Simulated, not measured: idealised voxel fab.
voxel trench capacitor: a process module
For reference, the cross-section in this document is cut, with width 295 nm and square cells of 5 nm.
Format of a cross-section: grid, square cells. Given as bands. Order: top down. Band: one or more rows of cells. A band entry consists of two parts. The first gives the height of the band's top and the height of its bottom, in nm. The rest lists the band's materials from left to right, each with its width in nm. A single material labelled with the word "full width" fills the band from edge to edge, and the word "empty" marks empty space. Heights are expressed relative to 0, this being the level below which the as-received wafer comprises one material exclusively. The lowest band is unbounded in the downward direction and is denoted as in "top 0, no bottom". Top row gets the first number, bottom row gets the second, and each row in between changes by the same step: that is how a band width like "30..40" works. Where the words "nothing got changed" appear for a step, the cross-section shows no cell changed by that step; every cell remained as before. "Fully sealed voids" specifies each empty space that is not open to the top and that occupies no fewer than 8 cells, using the form width x height at distance, the distance measured from the left edge and all three quantities in nm. Where a step's line continues beyond its settings, the continuation is a remark by the simulator itself on that step. You can add "overlay nm" to a step's line. For a step with a mask, it describes how far the mask lay to the right of its planned position, and a negative number describes a lay to the left.
[Planned process steps]
| 1 | RECEIVE,material Si |
| 2 | CONFORMAL_DEP,material SiN,thk nm 5 |
| 3 | DIRECTIONAL_DEP,material aC,thk nm 10 |
| 4 | PATTERN,tone open,mask id TRENCH,material resist,width nm 20,pitch nm 50,thk nm 30,overlay nm -15 |
| 5 | DIRECTIONAL_ETCH,etch materials aC,depth nm 10 |
| 6 | STRIP,etch materials resist |
| 7 | DIRECTIONAL_ETCH,etch materials SiN,depth nm 5 |
| 8 | DIRECTIONAL_ETCH,etch materials Si,depth nm 35 |
| 9 | STRIP,etch materials aC |
| 10 | CONFORMAL_DEP,material SiO2,thk nm 5 |
| 11 | FILL_DEP,material polySi,thk nm 10 |
| 12 | CMP,height nm 5 |
Don't read the plan's overlay nm for step 4 as applying to every wafer: that's the first wafer's value, and the wafers differ in it, though they all start identical.
[The first of several wafers in cross-section, exactly as it reached us after step 1]
	top 0, no bottom  Si full width
	Fully sealed voids: none
[So in this table every wafer gets its own row, and what you see is where it stands at the end of the module: for each material, how many cells it picked up (+) or gave up (-) since we received it, and after that its closed voids]
overlay nm -15 | -112 Si | +43 SiN | +72 SiO2 | +56 polySi | Fully sealed voids: none
overlay nm -10 | -112 Si | +43 SiN | +72 SiO2 | +56 polySi | Fully sealed voids: none
overlay nm -5 | -112 Si | +43 SiN | +72 SiO2 | +56 polySi | Fully sealed voids: none
overlay nm 0 | -112 Si | +43 SiN | +72 SiO2 | +56 polySi | Fully sealed voids: none
overlay nm 5 | -112 Si | +43 SiN | +72 SiO2 | +56 polySi | Fully sealed voids: none
overlay nm 10 | -112 Si | +43 SiN | +72 SiO2 | +56 polySi | Fully sealed voids: none
overlay nm 15 | -112 Si | +43 SiN | +72 SiO2 | +56 polySi | Fully sealed voids: none
